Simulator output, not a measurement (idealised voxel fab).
Process module heading - voxel air gaps
Xsec cut, 250 nm wide, square cell size 5 nm.
Cross-section, as written here: a square-cell grid given band by band from the top down, where a band holds one or more rows of cells.
Per band: top height and bottom height in nm, followed by the left-to-right materials and their widths in nm; "full width" marks a single material spanning edge to edge, "blank" marks empty space.
A quick word on heights: they are counted from 0, and under that level the wafer as it came to us is one material throughout. The lowest band is different from the rest in having no bottom; it simply continues downward, written as in "0 nm and below".
A width given as "30->40" starts at the first number in the band's top row and ends at the second number in its bottom row, shifting by an equal amount at every step from row to row.
"everything unchanged" after a step means that no cell of the cross-section changed.
Reported under the label "Sealed cavities" are the empty spaces having no open way to the top and comprising 8 cells or more; the notation for each is width x height at distance, in which the distance is measured from the left edge and all three values are in nm.
after a step's settings: what the simulator itself notes on the step
A step's line can hold "overlay nm"; with a mask on that step, the setting says how far right of the planned place the mask lay, while a negative setting says it lay to the left.
### The planned process steps are enumerated hereunder
step 1: RECEIVE,material Si
step 2: CONFORMAL_DEP,material SiO2,thk nm 15
step 3: CONFORMAL_DEP,material SiN,thk nm 5
step 4: DIRECTIONAL_DEP,material SiO2,thk nm 35
step 5: MASKED_ETCH,tone open,mask id LINES,width nm 25,pitch nm 55,etch materials SiO2,depth nm 35,overlay nm 0
step 6: CONFORMAL_DEP,material TiN,thk nm 5
step 7: FILL_DEP,material Cu,thk nm 5
step 8: CMP,height nm 55
step 9: EPI,material Ru,thk nm 10
step 10: SELECTIVE_ETCH,etch materials SiO2,depth nm 45
step 11: CONFORMAL_DEP,material SiCN,thk nm 5
### This is the cross-section of the wafer as we received it, i.e. after step 1
* 0 nm and below: Si full width
* Sealed cavities: none
### Run as planned - first of the two wafers cross-sectioned at the end of the module
* 70 nm to 65 nm: blank: 40, SiCN: 165, blank: 45
* 65 nm to 55 nm: blank: 40, SiCN: 5, Ru: 45, SiCN: 10, Ru: 45, SiCN: 10, Ru: 45, SiCN: 5, blank: 45
* 55 nm to 50 nm: blank: 40, SiCN: 15, TiN: 5, Cu: 15, TiN: 5, SiCN: 30, TiN: 5, Cu: 15, TiN: 5, SiCN: 30, TiN: 5, Cu: 15, TiN: 5, SiCN: 15, blank: 45
* 50 nm to 25 nm: blank: 50, SiCN: 5, TiN: 5, Cu: 15, TiN: 5, SiCN: 5, blank: 20, SiCN: 5, TiN: 5, Cu: 15, TiN: 5, SiCN: 5, blank: 20, SiCN: 5, TiN: 5, Cu: 15, TiN: 5, SiCN: 5, blank: 55
* 25 nm to 20 nm: SiCN: 55, TiN: 25, SiCN: 30, TiN: 25, SiCN: 30, TiN: 25, SiCN: 60
* 20 nm to 15 nm: SiN full width
* 15 nm to 0 nm: SiO2 full width
* 0 nm and below: Si full width
* Sealed cavities: 20 x 25 at 85; 20 x 25 at 140
### End-of-module cross-section of the second wafer: identical starting point and process plan to the first, with one processing mistake
* 65 nm to 55 nm: blank: 45, Ru: 45, blank: 10, Ru: 45, blank: 10, Ru: 45, blank: 50
* 55 nm to 25 nm: blank: 55, TiN: 5, Cu: 15, TiN: 5, blank: 30, TiN: 5, Cu: 15, TiN: 5, blank: 30, TiN: 5, Cu: 15, TiN: 5, blank: 60
* 25 nm to 20 nm: blank: 55, TiN: 25, blank: 30, TiN: 25, blank: 30, TiN: 25, blank: 60
* 20 nm to 15 nm: SiN full width
* 15 nm to 0 nm: SiO2 full width
* 0 nm and below: Si full width
* Sealed cavities: none
The plan and the run diverged here: skipped: plan step 11 (never run)
Final wafer comparison in cells, second versus first, more or fewer per material: SiCN: 128 fewer
Final closed voids: first wafer 2, second wafer 0.
